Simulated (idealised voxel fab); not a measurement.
voxel wiring stack: a process module
The cross-section on display is named cut; it measures 250 nm wide, and its cells are 5 nm squares.
Format of a cross-section: grid, square cells. Given as bands. Order: top down. Band: one or more rows of cells.
Each band's line starts with the height of the band's top and of its bottom, in nm. Then come its materials from left to right, each with its width in nm. One material with "everywhere" fills the band from edge to edge. "blank" is empty space.
Height is counted from the level 0, under which the received wafer is composed throughout of one material. The lowest of the bands is not closed at the bottom but continues downward, in the notation "0 and below".
Note: "30->40" means the width goes from the first number (top row of the band) to the second number (bottom row) in equal steps per row of cells.
Where the words "everything unchanged" appear for a step, the cross-section shows no cell changed by that step; every cell remained as before.
For the entry "Enclosed cavity list", the listed items are empty spaces with no open way to the top whose size is 8 cells or more; each item follows the pattern width x height at distance, where distance is from the left edge and all three are in nm.
On each step's line, the part that comes after the settings is the simulator's own comment on the step.
If you see "overlay nm" on a step's line and that step has a mask, it's telling you how far right of where it was planned the mask ended up; a negative number means it went left instead.

Planned step list for the process:
1. RECEIVE [material Si]
2. CONFORMAL_DEP [material SiO2] [thk nm 10]
3. DIRECTIONAL_DEP [material TiN] [thk nm 5]
4. DIRECTIONAL_DEP [material W] [thk nm 25]
5. PATTERN [tone cover] [mask id METAL_1] [material resist] [width nm 30] [pitch nm 55] [thk nm 20] [overlay nm 0]
6. DIRECTIONAL_ETCH [etch materials W] [depth nm 25]
7. DIRECTIONAL_ETCH [etch materials TiN] [depth nm 5]
8. STRIP [etch materials resist]
9. CONFORMAL_DEP [material SiN] [thk nm 5]
10. FILL_DEP [material SiO2] [thk nm 10]
11. CMP [height nm 40]
12. CONFORMAL_DEP [material SiCN] [thk nm 5]
13. DIRECTIONAL_DEP [material SiO2] [thk nm 30]
14. PATTERN [tone open] [mask id METAL_2_HOLES] [material resist] [width nm 15] [pitch nm 55] [thk nm 20] [overlay nm 0]
15. DIRECTIONAL_ETCH [etch materials SiO2] [depth nm 30]
16. STRIP [etch materials resist]
17. PATTERN [tone open] [mask id METAL_2] [material resist] [width nm 30] [pitch nm 55] [thk nm 20] [overlay nm 0]
18. DIRECTIONAL_ETCH [etch materials SiO2] [depth nm 20]
19. DIRECTIONAL_ETCH [etch materials SiCN] [depth nm 5]
20. STRIP [etch materials resist]
21. CONFORMAL_DEP [material TiN] [thk nm 5]
22. FILL_DEP [material Ru] [thk nm 5]
23. CMP [height nm 75]
24. CONFORMAL_DEP [material SiCN] [thk nm 5]
25. DIRECTIONAL_DEP [material SiO2] [thk nm 35]
26. MASKED_ETCH [tone open] [mask id METAL_3_HOLES] [width nm 15] [pitch nm 55] [etch materials SiO2] [depth nm 35] [overlay nm 0]
27. MASKED_ETCH [tone open] [mask id METAL_3] [width nm 30] [pitch nm 55] [etch materials SiO2] [depth nm 20] [overlay nm 0]
28. MASKED_ETCH [tone open] [mask id METAL_3] [width nm 30] [pitch nm 55] [etch materials SiCN] [depth nm 5] [overlay nm 0]
29. CONFORMAL_DEP [material TiN] [thk nm 5]
30. FILL_DEP [material Cu] [thk nm 10]
31. CMP [height nm 115]
32. CONFORMAL_DEP [material SiCN] [thk nm 5]

As-received wafer cross-section (after step 1):
* 0 and below: Si everywhere
* Enclosed cavity list: none

Final cross-section, module run with one mistake (start and plan as above):
* 120 down to 115: SiCN everywhere
* 115 down to 100: 80 nm SiO2, 5 nm TiN, 20 nm Cu, 5 nm TiN, 25 nm SiO2, 5 nm TiN, 20 nm Cu, 5 nm TiN, 85 nm SiO2
* 100 down to 95: 80 nm SiO2, 5 nm TiN, 5 nm Cu, 20 nm TiN, 25 nm SiO2, 5 nm TiN, 5 nm Cu, 20 nm TiN, 85 nm SiO2
* 95 down to 80: 80 nm SiO2, 5 nm TiN, 5 nm Cu, 5 nm TiN, 40 nm SiO2, 5 nm TiN, 5 nm Cu, 5 nm TiN, 100 nm SiO2
* 80 down to 75: 80 nm SiCN, 15 nm TiN, 40 nm SiCN, 15 nm TiN, 100 nm SiCN
* 75 down to 60: 80 nm SiO2, 5 nm TiN, 20 nm Ru, 5 nm TiN, 25 nm SiO2, 5 nm TiN, 20 nm Ru, 5 nm TiN, 85 nm SiO2
* 60 down to 55: 80 nm SiO2, 5 nm TiN, 5 nm Ru, 20 nm TiN, 25 nm SiO2, 5 nm TiN, 5 nm Ru, 20 nm TiN, 85 nm SiO2
* 55 down to 45: 80 nm SiO2, 5 nm TiN, 5 nm Ru, 5 nm TiN, 40 nm SiO2, 5 nm TiN, 5 nm Ru, 5 nm TiN, 100 nm SiO2
* 45 down to 40: 80 nm SiCN, 15 nm TiN, 40 nm SiCN, 15 nm TiN, 100 nm SiCN
* 40 down to 15: 85 nm SiO2, 5 nm SiN, 30 nm W, 5 nm SiN, 15 nm SiO2, 5 nm SiN, 30 nm W, 5 nm SiN, 70 nm SiO2
* 15 down to 10: 90 nm SiN, 30 nm TiN, 25 nm SiN, 30 nm TiN, 75 nm SiN
* 10 down to 0: SiO2 everywhere
* 0 and below: Si everywhere
* Enclosed cavity list: none
Here's what went sideways: the process deviated at step 5: the operation and settings actually run there were PATTERN [tone cover] [mask id METAL_1] [material resist] [width nm 30] [pitch nm 55] [thk nm 20] [overlay nm 10]
